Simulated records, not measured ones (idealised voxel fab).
process module | voxel released beams
cross-section cut | 170 nm wide | cells 5 nm
A cross-section is a grid of square cells, given in bands from the top down. A band is one or more rows of cells.
Each band's line starts with the height of the band's top and of its bottom, in nm. Then come its materials from left to right, each with its width in nm. One material with "throughout" fills the band from edge to edge. "air" is empty space.
Height 0 is the level under which the wafer as received is all one material. The lowest band goes on downwards, as in "0 down".
A width such as "30 to 40" changes by the same amount from each row of cells to the next, from the band's top row to its bottom row.
"no change" after a step means that no cell of the cross-section changed.
closed voids: empty space of 8 cells or more with no open way to the top, each as width x height at its distance from the left edge, in nm
after a step's settings: what the simulator itself notes on the step
overlay nm, on a step with a mask: how far to the right of its planned place the mask lay; to the left if negative
plan
1 op RECEIVE | material Si
2 op CONFORMAL_DEP | material Al2O3 | thk nm 5
3 op DIRECTIONAL_DEP | material SiO2 | thk nm 20
4 op PATTERN | tone open | mask id ANCHOR | material resist | width nm 40 | thk nm 20 | overlay nm 0
5 op DIRECTIONAL_ETCH | etch materials SiO2 | depth nm 20
6 op STRIP | etch materials resist
7 op CONFORMAL_DEP | material SiN | thk nm 15
8 op MASKED_ETCH | tone cover | mask id BEAM | width nm 85 | etch materials SiN | depth nm 15 | overlay nm 0
9 op STRIP | etch materials SiO2
as received, after step 1
  0 down: Si throughout
  closed voids: none
first wafer at the end, as planned
  40 to 25: air 40 | SiN 20 | air 10 | SiN 55 | air 45
  25 to 20: air 45 | SiN 15 | air 10 | SiN 15 | air 85
  20 to 5: air 45 | SiN 40 | air 85
  5 to 0: Al2O3 throughout
  0 down: Si throughout
  closed voids: none
second wafer at the end: like start, like plan, one mistake
  55 to 40: air 40 | SiN 85 | air 45
  40 to 25: SiN throughout
  25 to 5: SiO2 45 | SiN 40 | SiO2 85
  5 to 0: Al2O3 throughout
  0 down: Si throughout
  closed voids: none
what went wrong: step 7 was run twice
at the end the second wafer has, in cells: 110 more of SiN | 104 more of SiO2
